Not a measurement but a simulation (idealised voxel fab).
process module | voxel air gaps
cross-section cut | 240 nm wide | cells 5 nm
A cross-section is a grid of square cells, given in bands from the top down. A band is one or more rows of cells.
Each band's line starts with the height of the band's top and of its bottom, in nm. Then come its materials from left to right, each with its width in nm. One material with "throughout" fills the band from edge to edge. "air" is empty space.
Height 0 is the level under which the wafer as received is all one material. The lowest band goes on downwards, as in "0 down".
A width such as "30 to 40" changes by the same amount from each row of cells to the next, from the band's top row to its bottom row.
"no change" after a step means that no cell of the cross-section changed.
closed voids: empty space of 8 cells or more with no open way to the top, each as width x height at its distance from the left edge, in nm
after a step's settings: what the simulator itself notes on the step
overlay nm, on a step with a mask: how far to the right of its planned place the mask lay; to the left if negative
plan
1 op RECEIVE | material Si
2 op CONFORMAL_DEP | material SiO2 | thk nm 15
3 op CONFORMAL_DEP | material SiCN | thk nm 5
4 op DIRECTIONAL_DEP | material SiO2 | thk nm 40
5 op PATTERN | tone open | mask id LINES | material resist | width nm 15 | pitch nm 40 | thk nm 20 | overlay nm 0
6 op DIRECTIONAL_ETCH | etch materials SiO2 | depth nm 40
7 op STRIP | etch materials resist
8 op CONFORMAL_DEP | material TiN | thk nm 5
9 op FILL_DEP | material Cu | thk nm 5
10 op CMP | height nm 60
11 op EPI | material Ru | thk nm 10
12 op SELECTIVE_ETCH | etch materials SiO2 | depth nm 50
13 op CONFORMAL_DEP | material SiCN | thk nm 5
as received, after step 1
  0 down: Si throughout
  closed voids: none
a wafer at the end: this start, this plan, one mistake
  75 to 70: air 25 | SiCN 165 | air 50
  70 to 60: air 25 | SiCN 5 | Ru 35 | SiCN 5 | Ru 35 | SiCN 5 | Ru 35 | SiCN 5 | Ru 35 | SiCN 5 | air 50
  60 to 55: air 25 | SiCN 15 | TiN 5 | Cu 5 | TiN 5 | SiCN 25 | TiN 5 | Cu 5 | TiN 5 | SiCN 25 | TiN 5 | Cu 5 | TiN 5 | SiCN 25 | TiN 5 | Cu 5 | TiN 5 | SiCN 15 | air 50
  55 to 25: air 35 | SiCN 5 | TiN 5 | Cu 5 | TiN 5 | SiCN 5 | air 15 | SiCN 5 | TiN 5 | Cu 5 | TiN 5 | SiCN 5 | air 15 | SiCN 5 | TiN 5 | Cu 5 | TiN 5 | SiCN 5 | air 15 | SiCN 5 | TiN 5 | Cu 5 | TiN 5 | SiCN 5 | air 60
  25 to 20: SiCN 40 | TiN 15 | SiCN 25 | TiN 15 | SiCN 25 | TiN 15 | SiCN 25 | TiN 15 | SiCN 65
  20 to 15: SiCN throughout
  15 to 0: SiO2 throughout
  0 down: Si throughout
  closed voids: 15 x 30 at 60; 15 x 30 at 100; 15 x 30 at 140
what went wrong: step 5 ran as: op PATTERN | tone open | mask id LINES | material resist | width nm 15 | pitch nm 40 | thk nm 20 | overlay nm -10
